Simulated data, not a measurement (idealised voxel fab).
process module | voxel trench capacitor
cross-section cut | 205 nm wide | cells 5 nm
Format of a cross-section: grid, square cells. Given as bands. Order: top down. Band: one or more rows of cells. Per band: top height and bottom height in nm, followed by the left-to-right materials and their widths in nm; "everywhere" marks a single material spanning edge to edge, "empty" marks empty space. Note: height 0 marks the level under which the wafer is uniformly one material as received. Lowest band unbounded below, written "top 0, no bottom". A width such as "30 to 40" changes by the same amount from each row of cells to the next, from the band's top row to its bottom row. Given "no alteration" for a step, no cell of the cross-section differs between before and after that step. For the entry "Trapped cavities", the listed items are empty spaces with no open way to the top whose size is 8 cells or more; each item follows the pattern width x height at distance, where distance is from the left edge and all three are in nm. Post-settings text on a step line: simulator's own remark regarding the step. overlay nm: mask offset rightward from planned place, masked step; negative means leftward offset.

# Steps planned for the process
1,RECEIVE, material Si
2,CONFORMAL_DEP, material SiN, thk nm 10
3,MASKED_ETCH, tone open, mask id TRENCH, width nm 25, pitch nm 40, etch materials SiN, depth nm 10, overlay nm 0
4,MASKED_ETCH, tone open, mask id TRENCH, width nm 25, pitch nm 40, etch materials Si, depth nm 30, overlay nm 0
5,CONFORMAL_DEP, material SiO2, thk nm 5
6,FILL_DEP, material polySi, thk nm 5
7,CMP, height nm 10

# First of two wafers: run as planned

# as received, after step 1
* top 0, no bottom | Si everywhere
* Trapped cavities: none

# Cross-section: wafer state after step 2
* top 10, bottom 0 | SiN everywhere
* At heights below 0, the structure remains unaltered.

# Cross-section: wafer state after step 3
* top 10, bottom 0 | 70 SiN; 25 empty; 15 SiN; 25 empty; 70 SiN
* At heights below 0, the structure remains unaltered.

# Cross-section: wafer state after step 4
* top 10, bottom 0 | 70 SiN; 25 empty; 15 SiN; 25 empty; 70 SiN
* top 0, bottom -30 | 70 Si; 25 empty; 15 Si; 25 empty; 70 Si
* At heights below -30, the structure remains unaltered.

# Cross-section: wafer state after step 5
* top 15, bottom 10 | 75 SiO2; 15 empty; 25 SiO2; 15 empty; 75 SiO2
* top 10, bottom 0 | 70 SiN; 5 SiO2; 15 empty; 5 SiO2; 15 SiN; 5 SiO2; 15 empty; 5 SiO2; 70 SiN
* top 0, bottom -25 | 70 Si; 5 SiO2; 15 empty; 5 SiO2; 15 Si; 5 SiO2; 15 empty; 5 SiO2; 70 Si
* top -25, bottom -30 | 70 Si; 25 SiO2; 15 Si; 25 SiO2; 70 Si
* At heights below -30, the structure remains unaltered.

# Cross-section: wafer state after step 6
* top 20, bottom 15 | polySi everywhere
* top 15, bottom 10 | 75 SiO2; 15 polySi; 25 SiO2; 15 polySi; 75 SiO2
* top 10, bottom 0 | 70 SiN; 5 SiO2; 15 polySi; 5 SiO2; 15 SiN; 5 SiO2; 15 polySi; 5 SiO2; 70 SiN
* top 0, bottom -25 | 70 Si; 5 SiO2; 15 polySi; 5 SiO2; 15 Si; 5 SiO2; 15 polySi; 5 SiO2; 70 Si
* At heights below -25, the structure remains unaltered.

# Cross-section: wafer state after step 7
* top 10, bottom 0 | 70 SiN; 5 SiO2; 15 polySi; 5 SiO2; 15 SiN; 5 SiO2; 15 polySi; 5 SiO2; 70 SiN
* At heights below 0, the structure remains unaltered.

# Wafer two. Identical start, identical plan. One mistake in execution. Identical history through step 2

# Cross-section: second wafer, time at which step 3 was scheduled to end
* top 10, bottom 0 | 75 SiN; 20 empty; 20 SiN; 20 empty; 70 SiN
* At heights below 0, the structure remains unaltered.

# Cross-section: second wafer, time at which step 4 was scheduled to end
* top 10, bottom 0 | 75 SiN; 20 empty; 20 SiN; 20 empty; 70 SiN
* top 0, bottom -30 | 75 Si; 20 empty; 20 Si; 20 empty; 70 Si
* At heights below -30, the structure remains unaltered.

# Cross-section: second wafer, time at which step 5 was scheduled to end
* top 15, bottom 10 | 80 SiO2; 10 empty; 30 SiO2; 10 empty; 75 SiO2
* top 10, bottom 0 | 75 SiN; 5 SiO2; 10 empty; 5 SiO2; 20 SiN; 5 SiO2; 10 empty; 5 SiO2; 70 SiN
* top 0, bottom -25 | 75 Si; 5 SiO2; 10 empty; 5 SiO2; 20 Si; 5 SiO2; 10 empty; 5 SiO2; 70 Si
* top -25, bottom -30 | 75 Si; 20 SiO2; 20 Si; 20 SiO2; 70 Si
* At heights below -30, the structure remains unaltered.

# Cross-section: second wafer, time at which step 6 was scheduled to end
* top 20, bottom 15 | polySi everywhere
* top 15, bottom 10 | 80 SiO2; 10 polySi; 30 SiO2; 10 polySi; 75 SiO2
* top 10, bottom 0 | 75 SiN; 5 SiO2; 10 polySi; 5 SiO2; 20 SiN; 5 SiO2; 10 polySi; 5 SiO2; 70 SiN
* top 0, bottom -25 | 75 Si; 5 SiO2; 10 polySi; 5 SiO2; 20 Si; 5 SiO2; 10 polySi; 5 SiO2; 70 Si
* At heights below -25, the structure remains unaltered.

# Cross-section: second wafer, time at which step 7 was scheduled to end
* top 10, bottom 0 | 75 SiN; 5 SiO2; 10 polySi; 5 SiO2; 20 SiN; 5 SiO2; 10 polySi; 5 SiO2; 70 SiN
* At heights below 0, the structure remains unaltered.
what went wrong: so step 3 ended up running with a different setting than we planned, it ran as MASKED_ETCH, tone open, mask id TRENCH, width nm 20, pitch nm 40, etch materials SiN, depth nm 10, overlay nm 0
Looking at both finished wafers in cells, the second ends up ahead of or behind the first on some materials: +12 Si; +4 SiN; -2 SiO2; -14 polySi
